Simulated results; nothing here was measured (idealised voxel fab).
Documented hereafter: the process module known as voxel spacer lines.
The width of the displayed cross-section, cut, is 190 nm; its cells are square, with a size of 5 nm.
Cross-section = grid of square cells, listed top down in bands; band = one or more rows.
A band entry consists of two parts. The first gives the height of the band's top and the height of its bottom, in nm. The rest lists the band's materials from left to right, each with its width in nm. A single material labelled with the word "everywhere" fills the band from edge to edge, and the word "empty" marks empty space.
Convention: height 0 is the level below which the wafer, as received, is all one material. The lowest band does not terminate at the bottom but continues downward, represented as "0 and below".
Think of "30->40" as a width that walks from the first number to the second as you go down the band, top row to bottom row, taking equal-sized steps from row to row.
The cross-section has no changed cell in any step marked "no alteration".
For the entry "Cavities, sealed", the listed items are empty spaces with no open way to the top whose size is 8 cells or more; each item follows the pattern width x height at distance, where distance is from the left edge and all three are in nm.
What comes after the settings on a step's line is commentary from the simulator itself on that step.
overlay nm: for a step with a mask, the amount by which the mask lay right of where it was planned; a negative amount means left of it.
THE PROCESS STEPS THAT WERE PLANNED ARE LISTED BELOW
step 1: RECEIVE (material Si)
step 2: CONFORMAL_DEP (material Al2O3; thk nm 5)
step 3: DIRECTIONAL_DEP (material TiN; thk nm 15)
step 4: DIRECTIONAL_DEP (material aC; thk nm 20)
step 5: PATTERN (tone cover; mask id MANDREL; material resist; width nm 15; pitch nm 50; thk nm 30; overlay nm 0)
step 6: DIRECTIONAL_ETCH (etch materials aC; depth nm 20)
step 7: STRIP (etch materials resist)
step 8: CONFORMAL_DEP (material SiN; thk nm 10)
step 9: DIRECTIONAL_ETCH (etch materials SiN; depth nm 10)
step 10: STRIP (etch materials aC)
step 11: DIRECTIONAL_ETCH (etch materials TiN; depth nm 15)
step 12: STRIP (etch materials SiN)
WAFER AT RECEIPT (POST STEP 1), CROSS-SECTION
	0 and below | Si everywhere
	Cavities, sealed: none
RESULT OF THE MODULE, CROSS-SECTIONED: START PER ABOVE, PLAN PER ABOVE, ONE ERROR IN HOW IT WAS RUN
	35 down to 20 | 50 of empty | 10 of TiN | 15 of empty | 10 of TiN | 15 of empty | 10 of TiN | 15 of empty | 10 of TiN | 55 of empty
	20 down to 5 | TiN everywhere
	5 down to 0 | Al2O3 everywhere
	0 and below | Si everywhere
	Cavities, sealed: none
What was the processing mistake? step 3 in the plan was executed twice
